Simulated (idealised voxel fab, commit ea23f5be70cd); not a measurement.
Process module in this document: voxel released beams
For reference, the cross-section in this document is cut, with width 175 nm and square cells of 5 nm.
A cross-section is written here as square cells arranged in a grid, and it is given in bands from the top down, each band taking up one or more rows of cells.
Look at the band entry: it leads with the top's height and the bottom's height in nm. Then it lists the materials left to right, with a width in nm for each. The word "edge to edge" on a single material says that material fills the band edge to edge. The word "empty" is empty space.
Heights are reckoned from 0. Under this level, the received wafer is all of one material. The bottommost band is open-ended downward, for example "z 0 and below".
Note: "30..40" means the width goes from the first number (top row of the band) to the second number (bottom row) in equal steps per row of cells.
It should be understood that the words "nothing different", when stated for a given step, signify that the cross-section underwent no change in any of its cells during that step.
Basically, "Completely enclosed voids" tells you about the enclosed voids: empty spaces with no open way to the top, 8 cells or bigger, each written width x height at distance, where distance is from the left edge, all in nm.
Post-settings text on a step line: simulator's own remark regarding the step.
overlay nm: step with mask; distance mask lay right of planned place; negative value = left of planned place.
Process steps (planned):
1. RECEIVE with material Si
2. CONFORMAL_DEP with material SiN, thk nm 10
3. DIRECTIONAL_DEP with material SiO2, thk nm 20
4. MASKED_ETCH with tone open, mask id ANCHOR, width nm 35, etch materials SiO2, depth nm 20, overlay nm 0
5. CONFORMAL_DEP with material W, thk nm 10
6. MASKED_ETCH with tone cover, mask id BEAM, width nm 110, etch materials W, depth nm 10, overlay nm 0
7. STRIP with etch materials SiO2
Cross-section of the wafer upon arrival, representing the state reached after step 1:
- z 0 and below  Si edge to edge
- Completely enclosed voids: none
First of two wafers: cross-section at end of module, run per plan:
- z 40 to 30  30 empty; 15 W; 15 empty; 80 W; 35 empty
- z 30 to 20  35 empty; 10 W; 15 empty; 10 W; 105 empty
- z 20 to 10  35 empty; 35 W; 105 empty
- z 10 to 0  SiN edge to edge
- z 0 and below  Si edge to edge
- Completely enclosed voids: none
The second wafer, shown in cross-section after the module: started the same way as the first and given the same plan, yet one mistake crept into how it was run:
- z 40 to 30  25 empty; 20 W; 15 empty; 85 W; 30 empty
- z 30 to 20  35 empty; 10 W; 15 empty; 10 W; 105 empty
- z 20 to 10  35 empty; 35 W; 105 empty
- z 10 to 0  SiN edge to edge
- z 0 and below  Si edge to edge
- Completely enclosed voids: none
Where did the run depart from the plan? step 6 ran differently from the plan; actual operation with settings: MASKED_ETCH with tone cover, mask id BEAM, width nm 120, etch materials W, depth nm 10, overlay nm 0
at the end the second wafer has, in cells: W +4
